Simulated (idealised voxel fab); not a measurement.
This section sets out a process module, namely voxel gate over fins.
Cross-sectional view cut (width: 250 nm; square cell size: 5 nm).
In this document a cross-section is written as a grid of square cells. It is given as a series of bands, listed from the top down, and a band is one or more rows of cells.
Heights first: top, then bottom, in nm. Then materials, left to right, each with a width in nm. "edge to edge" on a single material: fills the band edge to edge. "empty": empty space.
Heights from 0 (as-received wafer is one material below). Bottom band endless downward, as "0 nm and below".
The width entry "30->40" should be interpreted row by row: the top row of cells in the band takes the first number, the bottom row takes the second number, and the change between adjacent rows is uniform throughout.
Any step labelled "nothing changed" changed none of the cells in the cross-section.
Heads up: "Voids, enclosed" only lists the empty pockets with no open path to the top that are 8 cells or more, and it writes them as width x height at distance, distance from the left edge, in nm.
Step line, after settings: the simulator's comment on this step.
The line of a step may include "overlay nm". On a step with a mask, this value is how far to the right of its planned place the mask lay. A negative value means the mask lay to the left.
# The planned process steps are enumerated hereunder
- 1: RECEIVE | material Si
- 2: CONFORMAL_DEP | material SiN | thk nm 5
- 3: MASKED_ETCH | tone cover | mask id FINS | width nm 15 | pitch nm 35 | etch materials SiN | depth nm 5 | overlay nm 0
- 4: MASKED_ETCH | tone cover | mask id FINS | width nm 15 | pitch nm 35 | etch materials Si | depth nm 40 | overlay nm 0
- 5: FILL_DEP | material SiO2 | thk nm 10
- 6: CMP | height nm 5
- 7: SELECTIVE_ETCH | etch materials SiO2 | depth nm 15
- 8: STRIP | etch materials SiN
- 9: CONFORMAL_DEP | material HfO2 | thk nm 5
- 10: CONFORMAL_DEP | material TiN | thk nm 5
- 11: FILL_DEP | material W | thk nm 10
- 12: CMP | height nm 15
- 13: CONFORMAL_DEP | material SiCN | thk nm 10
# Received-state cross-section, reflecting completion of step 1
* 0 nm and below  Si edge to edge
* Voids, enclosed: none
# Wafer at module end, in section. Began as above, planned as above, run with one mistake
* 25 nm to 15 nm  SiCN edge to edge
* 15 nm to 5 nm  W edge to edge
* 5 nm to 0 nm  W=95, TiN=25, W=10, TiN=25, W=95
* 0 nm to -5 nm  W=95, TiN=5, Si=15, TiN=5, W=10, TiN=5, Si=15, TiN=5, W=95
* -5 nm to -10 nm  TiN=100, Si=15, TiN=20, Si=15, TiN=100
* -10 nm to -40 nm  SiO2=100, Si=15, SiO2=20, Si=15, SiO2=100
* -40 nm and below  Si edge to edge
* Voids, enclosed: none
Error vs. plan: step 9 of the plan: omitted, not performed
